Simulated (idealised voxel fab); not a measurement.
The document below concerns the process module designated voxel self aligned contacts.
Xsec cut, 260 nm wide, square cell size 5 nm.
Heads up, the way a cross-section reads in here is a grid of square cells, handed over as bands from the top down, with every band being one or more rows of cells. Look at the band entry: it leads with the top's height and the bottom's height in nm. Then it lists the materials left to right, with a width in nm for each. The word "throughout" on a single material says that material fills the band edge to edge. The word "blank" is empty space. Height reference: 0 = level under which incoming wafer is all one material. Lowest band: no bottom, runs on downward, e.g. "0 down". It should be noted that a width expressed as "30->40" varies in equal increments from row to row of cells within the band, taking the value of the first number at the top row and that of the second number at the bottom row. You'll sometimes find "everything unchanged" written for a step, and that's the way of saying that nowhere in the cross-section did a cell change during that step. "Closed empty spaces": sealed empty spaces, 8 cells or more, no open way to top, listed width x height at distance, with distance from the left edge and width, height and distance in nm. Anything after a step's settings on that line? It's the simulator's own note about the step. overlay nm: mask right of planned place by this much (step with mask). Neg. = left.

## The process steps that were planned are listed below
step 1: RECEIVE (material Si)
step 2: OXIDIZE (depth nm 5)
step 3: DIRECTIONAL_DEP (material polySi; thk nm 20)
step 4: DIRECTIONAL_DEP (material SiN; thk nm 20)
step 5: PATTERN (tone cover; mask id GATE; material resist; width nm 35; pitch nm 60; thk nm 15; overlay nm 0)
step 6: DIRECTIONAL_ETCH (etch materials SiN; depth nm 20)
step 7: DIRECTIONAL_ETCH (etch materials polySi; depth nm 10)
step 8: STRIP (etch materials resist)
step 9: CONFORMAL_DEP (material SiN; thk nm 5)
step 10: DIRECTIONAL_ETCH (etch materials SiN; depth nm 5)
step 11: FILL_DEP (material SiO2; thk nm 15)
step 12: CMP (height nm 45)
step 13: PATTERN (tone open; mask id CONTACT; material resist; width nm 45; thk nm 15; overlay nm 0)
step 14: DIRECTIONAL_ETCH (etch materials SiO2; depth nm 50)
step 15: STRIP (etch materials resist)
step 16: CONFORMAL_DEP (material TiN; thk nm 5)
step 17: FILL_DEP (material Ru; thk nm 5)
step 18: CMP (height nm 45)
step 19: CONFORMAL_DEP (material SiCN; thk nm 5)
Variable across wafers: step 7 depth nm (plan value is that of the first wafer; starting state common to all).

## This is how the first of several wafers looked in cross-section when it arrived, which is after step 1
	0 down = Si throughout
	Closed empty spaces: none

## Quick look at the cross-section of the first of several wafers after step 19, which wraps up the module
	50 to 45 = SiCN throughout
	45 to 40 = SiO2 105 / TiN 20 / Ru 5 / TiN 20 / SiO2 110
	40 to 20 = SiO2 75 / SiN 45 / TiN 5 / Ru 5 / TiN 5 / SiN 45 / SiO2 80
	20 to 15 = SiO2 75 / SiN 5 / polySi 35 / SiN 5 / TiN 5 / Ru 5 / TiN 5 / SiN 5 / polySi 35 / SiN 5 / SiO2 80
	15 to 10 = SiO2 75 / SiN 5 / polySi 35 / SiN 5 / TiN 15 / SiN 5 / polySi 35 / SiN 5 / SiO2 80
	10 to 0 = polySi throughout
	0 to -5 = SiO2 throughout
	-5 down = Si throughout
	Closed empty spaces: none

## Here we cross-sectioned the last of the wafers once the module was done
	50 to 45 = SiCN throughout
	45 to 40 = SiO2 105 / TiN 20 / Ru 5 / TiN 20 / SiO2 110
	40 to 20 = SiO2 75 / SiN 45 / TiN 5 / Ru 5 / TiN 5 / SiN 45 / SiO2 80
	20 to 0 = SiO2 75 / SiN 5 / polySi 35 / SiN 5 / TiN 5 / Ru 5 / TiN 5 / SiN 5 / polySi 35 / SiN 5 / SiO2 80
	0 to -5 = SiO2 120 / TiN 15 / SiO2 125
	-5 down = Si throughout
	Closed empty spaces: none

## The following table contains a row per wafer, in which are reported, at the conclusion of the module, the cells of each material gained (+) or lost (-) since the wafer's receipt, with its closed voids given thereafter
depth nm 10 | +6 Ru | -52 Si | +52 SiCN | +80 SiN | +281 SiO2 | +21 TiN | +132 polySi | Closed empty spaces: none
depth nm 15 | +7 Ru | -52 Si | +52 SiCN | +84 SiN | +312 SiO2 | +23 TiN | +94 polySi | Closed empty spaces: none
depth nm 20 | +9 Ru | -52 Si | +52 SiCN | +88 SiN | +340 SiO2 | +27 TiN | +56 polySi | Closed empty spaces: none
depth nm 25 | +9 Ru | -52 Si | +52 SiCN | +88 SiN | +340 SiO2 | +27 TiN | +56 polySi | Closed empty spaces: none
depth nm 30 | +9 Ru | -52 Si | +52 SiCN | +88 SiN | +340 SiO2 | +27 TiN | +56 polySi | Closed empty spaces: none
depth nm 35 | +9 Ru | -52 Si | +52 SiCN | +88 SiN | +340 SiO2 | +27 TiN | +56 polySi | Closed empty spaces: none
